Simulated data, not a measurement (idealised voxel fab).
Herein follows the process module entitled voxel wiring stack.
FYI the section here is cut, 220 nm wide, cells are 5 nm squares.
The cross-sections in this document take the form of a grid made of square cells. They are written out as bands, in order from top to bottom. Each band consists of one or more rows of cells. Per band: top height and bottom height in nm, followed by the left-to-right materials and their widths in nm; "throughout" marks a single material spanning edge to edge, "blank" marks empty space. Where do heights start? At 0: under that level the wafer as delivered is made of one material only. And the lowest band has no floor; it just carries on downward, as in "z 0 and below". The notation "30->40" denotes a width that varies across the rows of cells in the band, beginning at the first number in the top row, finishing at the second number in the bottom row, and changing by an identical amount from each row to the next. Step marked "left unchanged"? Then no cell in the cross-section changed in it. "Enclosed voids" specifies each empty space that is not open to the top and that occupies no fewer than 8 cells, using the form width x height at distance, the distance measured from the left edge and all three quantities in nm. The remark found on a step's line after its settings is issued by the simulator itself and pertains to that step. Regarding "overlay nm": on a step with a mask, it is the distance the mask lay to the right of its planned place; a negative value places it to the left.

## Process steps - plan
1. RECEIVE (material Si)
2. CONFORMAL_DEP (material SiO2; thk nm 10)
3. DIRECTIONAL_DEP (material TiN; thk nm 5)
4. DIRECTIONAL_DEP (material Ru; thk nm 20)
5. DIRECTIONAL_DEP (material aC; thk nm 15)
6. PATTERN (tone cover; mask id METAL_1; material resist; width nm 20; pitch nm 45; thk nm 35; overlay nm 0)
7. DIRECTIONAL_ETCH (etch materials aC; depth nm 15)
8. STRIP (etch materials resist)
9. DIRECTIONAL_ETCH (etch materials Ru; depth nm 20)
10. DIRECTIONAL_ETCH (etch materials TiN; depth nm 5)
11. STRIP (etch materials aC)
12. CONFORMAL_DEP (material SiCN; thk nm 5)
13. FILL_DEP (material lowk; thk nm 5)
14. CMP (height nm 35)
15. CONFORMAL_DEP (material SiCN; thk nm 5)
16. DIRECTIONAL_DEP (material lowk; thk nm 15)
17. DIRECTIONAL_DEP (material aC; thk nm 10)
18. PATTERN (tone open; mask id PLUG_1; material resist; width nm 15; pitch nm 45; thk nm 25; overlay nm 0)
19. DIRECTIONAL_ETCH (etch materials aC; depth nm 10)
20. STRIP (etch materials resist)
21. DIRECTIONAL_ETCH (etch materials lowk; depth nm 15)
22. DIRECTIONAL_ETCH (etch materials SiCN; depth nm 5)
23. STRIP (etch materials aC)
24. EPI (material Ru; thk nm 10)
25. EPI (material Ru; thk nm 10)
26. DIRECTIONAL_DEP (material TiN; thk nm 5)
27. DIRECTIONAL_DEP (material W; thk nm 25)
28. DIRECTIONAL_DEP (material aC; thk nm 15)
29. PATTERN (tone cover; mask id METAL_2; material resist; width nm 20; pitch nm 45; thk nm 30; overlay nm 0)
30. DIRECTIONAL_ETCH (etch materials aC; depth nm 15)
31. STRIP (etch materials resist)
32. DIRECTIONAL_ETCH (etch materials W; depth nm 25)
33. DIRECTIONAL_ETCH (etch materials TiN; depth nm 5)
34. STRIP (etch materials aC)
35. FILL_DEP (material lowk; thk nm 10)
36. CMP (height nm 85)
37. CONFORMAL_DEP (material SiCN; thk nm 5)
38. DIRECTIONAL_DEP (material lowk; thk nm 30)
39. PATTERN (tone open; mask id METAL_3; material resist; width nm 20; pitch nm 45; thk nm 20; overlay nm 0)
40. DIRECTIONAL_ETCH (etch materials lowk; depth nm 15)
41. STRIP (etch materials resist)
42. MASKED_ETCH (tone open; mask id METAL_3_HOLES; width nm 15; pitch nm 45; etch materials lowk; depth nm 15; overlay nm 0)
43. MASKED_ETCH (tone open; mask id METAL_3_HOLES; width nm 15; pitch nm 45; etch materials SiCN; depth nm 5; overlay nm 0)
44. CONFORMAL_DEP (material TiN; thk nm 5)
45. FILL_DEP (material Cu; thk nm 5)
46. CMP (height nm 120)
47. CONFORMAL_DEP (material SiN; thk nm 5)

## So this is the incoming wafer in cross-section - it's already been through step 1
* z 0 and below = Si throughout
* Enclosed voids: none

## Module complete - cross-section of the first of two wafers, run according to plan
* z 125 to 120 = SiN throughout
* z 120 to 110 = lowk=75, then TiN=5, then Cu=10, then TiN=5, then lowk=25, then TiN=5, then Cu=10, then TiN=5, then lowk=80
* z 110 to 105 = lowk=75, then TiN=5, then Cu=5, then TiN=10, then lowk=25, then TiN=5, then Cu=5, then TiN=10, then lowk=80
* z 105 to 90 = lowk=75, then TiN=5, then Cu=5, then TiN=5, then lowk=30, then TiN=5, then Cu=5, then TiN=5, then lowk=85
* z 90 to 85 = SiCN=75, then TiN=15, then SiCN=30, then TiN=15, then SiCN=85
* z 85 to 60 = lowk=75, then W=20, then lowk=25, then W=20, then lowk=80
* z 60 to 55 = lowk=75, then TiN=20, then lowk=25, then TiN=20, then lowk=80
* z 55 to 40 = lowk=75, then Ru=15, then lowk=30, then Ru=15, then lowk=85
* z 40 to 35 = SiCN=75, then Ru=15, then SiCN=30, then Ru=15, then SiCN=85
* z 35 to 15 = lowk=70, then SiCN=5, then Ru=20, then SiCN=5, then lowk=15, then SiCN=5, then Ru=20, then SiCN=5, then lowk=75
* z 15 to 10 = SiCN=75, then TiN=20, then SiCN=25, then TiN=20, then SiCN=80
* z 10 to 0 = SiO2 throughout
* z 0 and below = Si throughout
* Enclosed voids: none

## Wafer two cross-section, module end. Start and plan unchanged from wafer one; one mistake made during the run
* z 125 to 120 = SiN throughout
* z 120 to 115 = SiCN=75, then TiN=15, then SiCN=30, then TiN=15, then SiCN=85
* z 115 to 85 = lowk throughout
* z 85 to 60 = lowk=75, then W=20, then lowk=25, then W=20, then lowk=80
* z 60 to 55 = lowk=75, then TiN=20, then lowk=25, then TiN=20, then lowk=80
* z 55 to 40 = lowk=75, then Ru=15, then lowk=30, then Ru=15, then lowk=85
* z 40 to 35 = SiCN=75, then Ru=15, then SiCN=30, then Ru=15, then SiCN=85
* z 35 to 15 = lowk=70, then SiCN=5, then Ru=20, then SiCN=5, then lowk=15, then SiCN=5, then Ru=20, then SiCN=5, then lowk=75
* z 15 to 10 = SiCN=75, then TiN=20, then SiCN=25, then TiN=20, then SiCN=80
* z 10 to 0 = SiO2 throughout
* z 0 and below = Si throughout
* Enclosed voids: none
Short version of what went wrong: the intended sequence of steps 37 and 38 was reversed during processing, with each occupying the position of the other
at the end the second wafer has, in cells: 16 fewer of Cu | 26 fewer of TiN | 42 more of lowk
